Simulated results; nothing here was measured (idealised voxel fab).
process module | voxel wiring stack
cross-section cut | 270 nm wide | cells 5 nm
A cross-section is a grid of square cells, given in bands from the top down. A band is one or more rows of cells.
Each band's line starts with the height of the band's top and of its bottom, in nm. Then come its materials from left to right, each with its width in nm. One material with "throughout" fills the band from edge to edge. "air" is empty space.
Height 0 is the level under which the wafer as received is all one material. The lowest band goes on downwards, as in "0 down".
A width such as "30 to 40" changes by the same amount from each row of cells to the next, from the band's top row to its bottom row.
"no change" after a step means that no cell of the cross-section changed.
closed voids: empty space of 8 cells or more with no open way to the top, each as width x height at its distance from the left edge, in nm
after a step's settings: what the simulator itself notes on the step
overlay nm, on a step with a mask: how far to the right of its planned place the mask lay; to the left if negative
plan
1 op RECEIVE | material Si
2 op CONFORMAL_DEP | material SiO2 | thk nm 10
3 op CONFORMAL_DEP | material SiCN | thk nm 5
4 op DIRECTIONAL_DEP | material SiO2 | thk nm 20
5 op MASKED_ETCH | tone open | mask id METAL_1 | width nm 20 | pitch nm 45 | etch materials SiO2 | depth nm 20 | overlay nm 0
6 op MASKED_ETCH | tone open | mask id METAL_1 | width nm 20 | pitch nm 45 | etch materials SiCN | depth nm 5 | overlay nm 0
7 op CONFORMAL_DEP | material TiN | thk nm 5
8 op FILL_DEP | material Cu | thk nm 10
9 op CMP | height nm 35
10 op CONFORMAL_DEP | material SiCN | thk nm 5
11 op DIRECTIONAL_DEP | material SiO2 | thk nm 30
12 op PATTERN | tone open | mask id METAL_2_HOLES | material resist | width nm 15 | pitch nm 90 | thk nm 15 | overlay nm 0
13 op DIRECTIONAL_ETCH | etch materials SiO2 | depth nm 30
14 op STRIP | etch materials resist
15 op DIRECTIONAL_DEP | material aC | thk nm 10
16 op PATTERN | tone open | mask id METAL_2 | material resist | width nm 20 | pitch nm 45 | thk nm 25 | overlay nm 0
17 op DIRECTIONAL_ETCH | etch materials aC | depth nm 10
18 op STRIP | etch materials resist
19 op DIRECTIONAL_ETCH | etch materials SiO2 | depth nm 20
20 op DIRECTIONAL_ETCH | etch materials SiCN | depth nm 5
21 op STRIP | etch materials aC
22 op CONFORMAL_DEP | material TiN | thk nm 5
23 op FILL_DEP | material Cu | thk nm 5
24 op CMP | height nm 70
25 op CONFORMAL_DEP | material SiCN | thk nm 5
26 op DIRECTIONAL_DEP | material SiO2 | thk nm 35
27 op PATTERN | tone open | mask id METAL_3_HOLES | material resist | width nm 15 | pitch nm 45 | thk nm 15 | overlay nm 0
28 op DIRECTIONAL_ETCH | etch materials SiO2 | depth nm 35
29 op STRIP | etch materials resist
30 op PATTERN | tone open | mask id METAL_3 | material resist | width nm 20 | pitch nm 45 | thk nm 15 | overlay nm 0
31 op DIRECTIONAL_ETCH | etch materials SiO2 | depth nm 20
32 op DIRECTIONAL_ETCH | etch materials SiCN | depth nm 5
33 op STRIP | etch materials resist
34 op CONFORMAL_DEP | material TiN | thk nm 5
35 op FILL_DEP | material Cu | thk nm 5
36 op CMP | height nm 110
37 op CONFORMAL_DEP | material SiCN | thk nm 5
38 op DIRECTIONAL_DEP | material SiO2 | thk nm 20
39 op DIRECTIONAL_DEP | material aC | thk nm 15
40 op PATTERN | tone open | mask id PLUG_3 | material resist | width nm 15 | pitch nm 90 | thk nm 35 | overlay nm 0
41 op DIRECTIONAL_ETCH | etch materials aC | depth nm 15
42 op STRIP | etch materials resist
43 op DIRECTIONAL_ETCH | etch materials SiO2 | depth nm 20
44 op DIRECTIONAL_ETCH | etch materials SiCN | depth nm 5
45 op STRIP | etch materials aC
46 op CONFORMAL_DEP | material TiN | thk nm 5
47 op FILL_DEP | material Cu | thk nm 5
48 op CMP | height nm 135
49 op DIRECTIONAL_DEP | material TiN | thk nm 5
50 op DIRECTIONAL_DEP | material Ru | thk nm 25
51 op PATTERN | tone cover | mask id METAL_4 | material resist | width nm 20 | pitch nm 45 | thk nm 20 | overlay nm 0
52 op DIRECTIONAL_ETCH | etch materials Ru | depth nm 25
53 op DIRECTIONAL_ETCH | etch materials TiN | depth nm 5
54 op STRIP | etch materials resist
55 op FILL_DEP | material SiO2 | thk nm 5
56 op CMP | height nm 165
57 op CONFORMAL_DEP | material SiCN | thk nm 5
as received, after step 1
  0 down: Si throughout
  closed voids: none
first wafer at the end, as planned
  170 to 165: SiCN throughout
  165 to 140: SiO2 55 | Ru 20 | SiO2 25 | Ru 20 | SiO2 25 | Ru 20 | SiO2 25 | Ru 20 | SiO2 60
  140 to 135: SiO2 55 | TiN 20 | SiO2 25 | TiN 20 | SiO2 25 | TiN 20 | SiO2 25 | TiN 20 | SiO2 60
  135 to 115: SiO2 55 | TiN 5 | Cu 5 | TiN 5 | SiO2 75 | TiN 5 | Cu 5 | TiN 5 | SiO2 110
  115 to 110: SiCN 55 | TiN 15 | SiCN 75 | TiN 15 | SiCN 110
  110 to 95: SiO2 55 | TiN 5 | Cu 10 | TiN 5 | SiO2 25 | TiN 5 | Cu 10 | TiN 5 | SiO2 25 | TiN 5 | Cu 10 | TiN 5 | SiO2 25 | TiN 5 | Cu 10 | TiN 5 | SiO2 60
  95 to 90: SiO2 55 | TiN 5 | Cu 5 | TiN 10 | SiO2 25 | TiN 5 | Cu 5 | TiN 10 | SiO2 25 | TiN 5 | Cu 5 | TiN 10 | SiO2 25 | TiN 5 | Cu 5 | TiN 10 | SiO2 60
  90 to 75: SiO2 55 | TiN 5 | Cu 5 | TiN 5 | SiO2 30 | TiN 5 | Cu 5 | TiN 5 | SiO2 30 | TiN 5 | Cu 5 | TiN 5 | SiO2 30 | TiN 5 | Cu 5 | TiN 5 | SiO2 65
  75 to 70: SiCN 55 | TiN 15 | SiCN 30 | TiN 15 | SiCN 30 | TiN 15 | SiCN 30 | TiN 15 | SiCN 65
  70 to 55: SiO2 55 | TiN 5 | Cu 10 | TiN 5 | SiO2 25 | TiN 5 | Cu 10 | TiN 5 | SiO2 25 | TiN 5 | Cu 10 | TiN 5 | SiO2 25 | TiN 5 | Cu 10 | TiN 5 | SiO2 60
  55 to 50: SiO2 55 | TiN 5 | Cu 5 | TiN 10 | SiO2 25 | TiN 20 | SiO2 25 | TiN 5 | Cu 5 | TiN 10 | SiO2 25 | TiN 20 | SiO2 60
  50 to 40: SiO2 55 | TiN 5 | Cu 5 | TiN 5 | SiO2 75 | TiN 5 | Cu 5 | TiN 5 | SiO2 110
  40 to 35: SiCN 55 | TiN 15 | SiCN 75 | TiN 15 | SiCN 110
  35 to 15: SiO2 55 | TiN 5 | Cu 10 | TiN 5 | SiO2 25 | TiN 5 | Cu 10 | TiN 5 | SiO2 25 | TiN 5 | Cu 10 | TiN 5 | SiO2 25 | TiN 5 | Cu 10 | TiN 5 | SiO2 60
  15 to 10: SiCN 55 | TiN 20 | SiCN 25 | TiN 20 | SiCN 25 | TiN 20 | SiCN 25 | TiN 20 | SiCN 60
  10 to 0: SiO2 throughout
  0 down: Si throughout
  closed voids: none
second wafer at the end: like start, like plan, one mistake
  170 to 165: SiCN throughout
  165 to 140: SiO2 55 | Ru 25 | SiO2 20 | Ru 25 | SiO2 20 | Ru 25 | SiO2 20 | Ru 25 | SiO2 55
  140 to 135: SiO2 55 | TiN 25 | SiO2 20 | TiN 25 | SiO2 20 | TiN 25 | SiO2 20 | TiN 25 | SiO2 55
  135 to 115: SiO2 55 | TiN 5 | Cu 5 | TiN 5 | SiO2 75 | TiN 5 | Cu 5 | TiN 5 | SiO2 110
  115 to 110: SiCN 55 | TiN 15 | SiCN 75 | TiN 15 | SiCN 110
  110 to 95: SiO2 55 | TiN 5 | Cu 10 | TiN 5 | SiO2 25 | TiN 5 | Cu 10 | TiN 5 | SiO2 25 | TiN 5 | Cu 10 | TiN 5 | SiO2 25 | TiN 5 | Cu 10 | TiN 5 | SiO2 60
  95 to 90: SiO2 55 | TiN 5 | Cu 5 | TiN 10 | SiO2 25 | TiN 5 | Cu 5 | TiN 10 | SiO2 25 | TiN 5 | Cu 5 | TiN 10 | SiO2 25 | TiN 5 | Cu 5 | TiN 10 | SiO2 60
  90 to 75: SiO2 55 | TiN 5 | Cu 5 | TiN 5 | SiO2 30 | TiN 5 | Cu 5 | TiN 5 | SiO2 30 | TiN 5 | Cu 5 | TiN 5 | SiO2 30 | TiN 5 | Cu 5 | TiN 5 | SiO2 65
  75 to 70: SiCN 55 | TiN 15 | SiCN 30 | TiN 15 | SiCN 30 | TiN 15 | SiCN 30 | TiN 15 | SiCN 65
  70 to 55: SiO2 55 | TiN 5 | Cu 10 | TiN 5 | SiO2 25 | TiN 5 | Cu 10 | TiN 5 | SiO2 25 | TiN 5 | Cu 10 | TiN 5 | SiO2 25 | TiN 5 | Cu 10 | TiN 5 | SiO2 60
  55 to 50: SiO2 55 | TiN 5 | Cu 5 | TiN 10 | SiO2 25 | TiN 20 | SiO2 25 | TiN 5 | Cu 5 | TiN 10 | SiO2 25 | TiN 20 | SiO2 60
  50 to 40: SiO2 55 | TiN 5 | Cu 5 | TiN 5 | SiO2 75 | TiN 5 | Cu 5 | TiN 5 | SiO2 110
  40 to 35: SiCN 55 | TiN 15 | SiCN 75 | TiN 15 | SiCN 110
  35 to 15: SiO2 55 | TiN 5 | Cu 10 | TiN 5 | SiO2 25 | TiN 5 | Cu 10 | TiN 5 | SiO2 25 | TiN 5 | Cu 10 | TiN 5 | SiO2 25 | TiN 5 | Cu 10 | TiN 5 | SiO2 60
  15 to 10: SiCN 55 | TiN 20 | SiCN 25 | TiN 20 | SiCN 25 | TiN 20 | SiCN 25 | TiN 20 | SiCN 60
  10 to 0: SiO2 throughout
  0 down: Si throughout
  closed voids: none
what went wrong: step 51 ran as: op PATTERN | tone cover | mask id METAL_4 | material resist | width nm 25 | pitch nm 45 | thk nm 20 | overlay nm 0
at the end the second wafer has, in cells: 20 more of Ru | 24 fewer of SiO2 | 4 more of TiN
